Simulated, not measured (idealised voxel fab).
The following is a process module called voxel trench capacitor.
We display cut, a cross-section 270 nm in width whose square cells are each 5 nm.
A cross-section is written here as square cells arranged in a grid, and it is given in bands from the top down, each band taking up one or more rows of cells.
In this notation a band is specified by the heights of its top and bottom, in that order and in nm, after which its materials appear from left to right, each paired with its width in nm. The word "all across" attached to a single material means that material fills the band from edge to edge; the word "air" stands for empty space.
Measure heights from 0. That's the level where, below it, the as-received wafer is all one material. The lowest band is bottomless and extends downward; write it as in "0 and below".
When a width is written as two numbers, as in "30 to 40", the first number is the width in the top row of cells of the band and the second is the width in its bottom row, and the width changes by the same amount from each row to the next.
Where the words "identical to before" appear for a step, the cross-section shows no cell changed by that step; every cell remained as before.
Heads up: "Closed internal cavities" only lists the empty pockets with no open path to the top that are 8 cells or more, and it writes them as width x height at distance, distance from the left edge, in nm.
On each step's line, the part that comes after the settings is the simulator's own comment on the step.
Regarding "overlay nm": on a step with a mask, it is the distance the mask lay to the right of its planned place; a negative value places it to the left.
The process steps that were planned are listed below
1) op RECEIVE | material Si
2) op CONFORMAL_DEP | material SiN | thk nm 10
3) op MASKED_ETCH | tone open | mask id TRENCH | width nm 30 | pitch nm 60 | etch materials SiN | depth nm 10 | overlay nm 0
4) op MASKED_ETCH | tone open | mask id TRENCH | width nm 30 | pitch nm 60 | etch materials Si | depth nm 40 | overlay nm 0
5) op CONFORMAL_DEP | material Al2O3 | thk nm 5
6) op CONFORMAL_DEP | material TiN | thk nm 5
7) op FILL_DEP | material W | thk nm 5
8) op CMP | height nm 10
Wafer as received: cross-section following step 1
  0 and below: Si all across
  Closed internal cavities: none
The first of the two wafers as seen in cross-section once the module was finished; processing followed the plan
  10 down to 0: SiN=60; Al2O3=5; TiN=5; W=10; TiN=5; Al2O3=5; SiN=30; Al2O3=5; TiN=5; W=10; TiN=5; Al2O3=5; SiN=30; Al2O3=5; TiN=5; W=10; TiN=5; Al2O3=5; SiN=60
  0 down to -30: Si=60; Al2O3=5; TiN=5; W=10; TiN=5; Al2O3=5; Si=30; Al2O3=5; TiN=5; W=10; TiN=5; Al2O3=5; Si=30; Al2O3=5; TiN=5; W=10; TiN=5; Al2O3=5; Si=60
  -30 down to -35: Si=60; Al2O3=5; TiN=20; Al2O3=5; Si=30; Al2O3=5; TiN=20; Al2O3=5; Si=30; Al2O3=5; TiN=20; Al2O3=5; Si=60
  -35 down to -40: Si=60; Al2O3=30; Si=30; Al2O3=30; Si=30; Al2O3=30; Si=60
  -40 and below: Si all across
  Closed internal cavities: none
This cross-section belongs to the second wafer of two at the end of the module; the start and the plan were shared with the first, and the run included one mistake
  10 down to 0: SiN=65; Al2O3=5; TiN=5; W=5; TiN=5; Al2O3=5; SiN=35; Al2O3=5; TiN=5; W=5; TiN=5; Al2O3=5; SiN=35; Al2O3=5; TiN=5; W=5; TiN=5; Al2O3=5; SiN=60
  0 down to -30: Si=65; Al2O3=5; TiN=5; W=5; TiN=5; Al2O3=5; Si=35; Al2O3=5; TiN=5; W=5; TiN=5; Al2O3=5; Si=35; Al2O3=5; TiN=5; W=5; TiN=5; Al2O3=5; Si=60
  -30 down to -35: Si=65; Al2O3=5; TiN=15; Al2O3=5; Si=35; Al2O3=5; TiN=15; Al2O3=5; Si=35; Al2O3=5; TiN=15; Al2O3=5; Si=60
  -35 down to -40: Si=65; Al2O3=25; Si=35; Al2O3=25; Si=35; Al2O3=25; Si=60
  -40 and below: Si all across
  Closed internal cavities: none
Which mistake was made when the wafer was run? step 3 did not happen as planned, as run it was op MASKED_ETCH | tone open | mask id TRENCH | width nm 25 | pitch nm 60 | etch materials SiN | depth nm 10 | overlay nm 0
Count the cells at the end and the second wafer has more or fewer of some materials than the first: -3 Al2O3 | +24 Si | +6 SiN | -3 TiN | -24 W
